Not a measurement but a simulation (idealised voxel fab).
Process module name: voxel plated lines
Square cells of 5 nm make up the cross-section cut, whose width is 245 nm.
Notation: cross-section as square-cell grid; stated in bands, top first, going down; one or more cell rows per band.
A band entry consists of two parts. The first gives the height of the band's top and the height of its bottom, in nm. The rest lists the band's materials from left to right, each with its width in nm. A single material labelled with the word "everywhere" fills the band from edge to edge, and the word "blank" marks empty space.
Counting heights begins at 0, where everything beneath is, in the wafer as received, one material. The lowest band has no bottom; it goes on downwards, as "from 0 down" shows.
Quick explanation for "30->40": the width changes in equal steps down the rows of cells, from the first number in the band's top row to the second number in its bottom row.
What does "no change occurred" mean for a step? It means no cell of the cross-section changed in that step.
Any empty space of 8 cells or more lacking an open way to the top shows up in "Closed empty spaces" as width x height at distance, distance from the left edge, in nm.
Past the settings on a step's line: simulator remark, on that step.
The setting "overlay nm" may be written on the line of a step. When the step uses a mask, the value reports how far to the right of the planned place the mask lay, and a negative value reports that it lay to the left.
The process steps that were planned are listed below
1. RECEIVE with material Si
2. CONFORMAL_DEP with material SiO2, thk nm 10
3. DIRECTIONAL_DEP with material TiN, thk nm 5
4. PATTERN with tone open, mask id LINES, material resist, width nm 25, pitch nm 55, thk nm 15, overlay nm 0
5. EPI with material Ru, thk nm 10
6. STRIP with etch materials resist
7. DIRECTIONAL_ETCH with etch materials TiN, depth nm 5
8. CONFORMAL_DEP with material SiCN, thk nm 10
Below: the first of two wafers, run as planned
Incoming wafer in cross-section (state: after step 1)
  from 0 down = Si everywhere
  Closed empty spaces: none
The following cross-section depicts the wafer upon completion of step 2
  from 10 to 0 = SiO2 everywhere
  Unchanged below 0.
The following cross-section depicts the wafer upon completion of step 3
  from 15 to 10 = TiN everywhere
  Unchanged below 10.
The following cross-section depicts the wafer upon completion of step 4
  from 30 to 15 = resist (80), blank (25), resist (30), blank (25), resist (85)
  Unchanged below 15.
The following cross-section depicts the wafer upon completion of step 5
  from 30 to 25 = resist (80), blank (25), resist (30), blank (25), resist (85)
  from 25 to 15 = resist (80), Ru (25), resist (30), Ru (25), resist (85)
  Unchanged below 15.
The following cross-section depicts the wafer upon completion of step 6
  from 25 to 15 = blank (80), Ru (25), blank (30), Ru (25), blank (85)
  Unchanged below 15.
The following cross-section depicts the wafer upon completion of step 7
  from 25 to 15 = blank (80), Ru (25), blank (30), Ru (25), blank (85)
  from 15 to 10 = blank (80), TiN (25), blank (30), TiN (25), blank (85)
  Unchanged below 10.
The following cross-section depicts the wafer upon completion of step 8
  from 35 to 25 = blank (70), SiCN (45), blank (10), SiCN (45), blank (75)
  from 25 to 20 = blank (70), SiCN (10), Ru (25), SiCN (10), blank (10), SiCN (10), Ru (25), SiCN (10), blank (75)
  from 20 to 15 = SiCN (80), Ru (25), SiCN (30), Ru (25), SiCN (85)
  from 15 to 10 = SiCN (80), TiN (25), SiCN (30), TiN (25), SiCN (85)
  Unchanged below 10.
Second of two: same start, same plan, one run error; steps up to and including 2 match the first
Cross-section of the second wafer corresponding to the planned conclusion of step 3
  from 15 to 0 = SiO2 everywhere
  Unchanged below 0.
Cross-section of the second wafer corresponding to the planned conclusion of step 4
  from 30 to 15 = resist (80), blank (25), resist (30), blank (25), resist (85)
  Unchanged below 15.
Cross-section of the second wafer corresponding to the planned conclusion of step 5: no change occurred
Cross-section of the second wafer corresponding to the planned conclusion of step 6
  from 15 to 0 = SiO2 everywhere
  Unchanged below 0.
Cross-section of the second wafer corresponding to the planned conclusion of step 7: no change occurred
Cross-section of the second wafer corresponding to the planned conclusion of step 8
  from 25 to 15 = SiCN everywhere
  Unchanged below 15.
What was the processing mistake? step 3 was not run as planned; what actually ran was DIRECTIONAL_DEP with material SiO2, thk nm 5
Per the end-of-run cell counts, the second wafer holds more or fewer of some materials than the first: Ru: 20 fewer, SiCN: 24 fewer, SiO2: 49 more, TiN: 10 fewer
